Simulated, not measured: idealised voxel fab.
Process module name: voxel plated lines
Cross-section cut spans 265 nm and uses square cells 5 nm in size.
Just so we're on the same page, the cross-sections are grids of square cells, and they're listed out in bands top to bottom, each band one or more rows deep. Basically the band line says how high the top is and how high the bottom is, in nm, and then what's in it from left to right, every material with its width in nm. Empty space shows up as "empty", and if a single material carries "throughout" it runs the full band edge to edge. Height is counted from the level 0, under which the received wafer is composed throughout of one material. The lowest of the bands is not closed at the bottom but continues downward, in the notation "from 0 down". Width spec "30 to 40" -> top row of cells at first value, bottom row at second value, equal per-row change in between. Step marked "remained the same"? Then no cell in the cross-section changed in it. "Enclosed empty spaces": sealed empty spaces, 8 cells or more, no open way to top, listed width x height at distance, with distance from the left edge and width, height and distance in nm. after a step's settings: what the simulator itself notes on the step. The optional step-line setting "overlay nm" applies to steps with a mask and quantifies how far to the right of its planned location the mask lay, a negative value indicating leftward placement.

HERE'S WHAT THE PLANNED PROCESS STEPS LOOK LIKE
| 1 | RECEIVE [material Si] |
| 2 | CONFORMAL_DEP [material SiN] [thk nm 10] |
| 3 | DIRECTIONAL_DEP [material TiN] [thk nm 5] |
| 4 | PATTERN [tone open] [mask id LINES] [material resist] [width nm 25] [pitch nm 50] [thk nm 15] [overlay nm 0] |
| 5 | EPI [material Ru] [thk nm 10] |
| 6 | STRIP [etch materials resist] |
| 7 | DIRECTIONAL_ETCH [etch materials TiN] [depth nm 5] |
| 8 | CONFORMAL_DEP [material SiO2] [thk nm 10] |

SO THIS IS THE INCOMING WAFER IN CROSS-SECTION - IT'S ALREADY BEEN THROUGH STEP 1
  from 0 down = Si throughout
  Enclosed empty spaces: none

CROSS-SECTIONAL RESULT AFTER MODULE COMPLETION. NOTE: STARTING CONDITION AND PLAN ARE UNCHANGED FROM ABOVE; ONE PROCESSING MISTAKE WAS MADE
  from 35 to 25 = 55 nm empty; 155 nm SiO2; 55 nm empty
  from 25 to 20 = 55 nm empty; 10 nm SiO2; 35 nm Ru; 15 nm SiO2; 35 nm Ru; 15 nm SiO2; 35 nm Ru; 10 nm SiO2; 55 nm empty
  from 20 to 15 = 65 nm SiO2; 35 nm Ru; 15 nm SiO2; 35 nm Ru; 15 nm SiO2; 35 nm Ru; 65 nm SiO2
  from 15 to 10 = 65 nm SiO2; 35 nm TiN; 15 nm SiO2; 35 nm TiN; 15 nm SiO2; 35 nm TiN; 65 nm SiO2
  from 10 to 0 = SiN throughout
  from 0 down = Si throughout
  Enclosed empty spaces: none
What broke from the plan during processing? note that step 4 departed from the planned setting and was carried out as PATTERN [tone open] [mask id LINES] [material resist] [width nm 35] [pitch nm 50] [thk nm 15] [overlay nm 0]
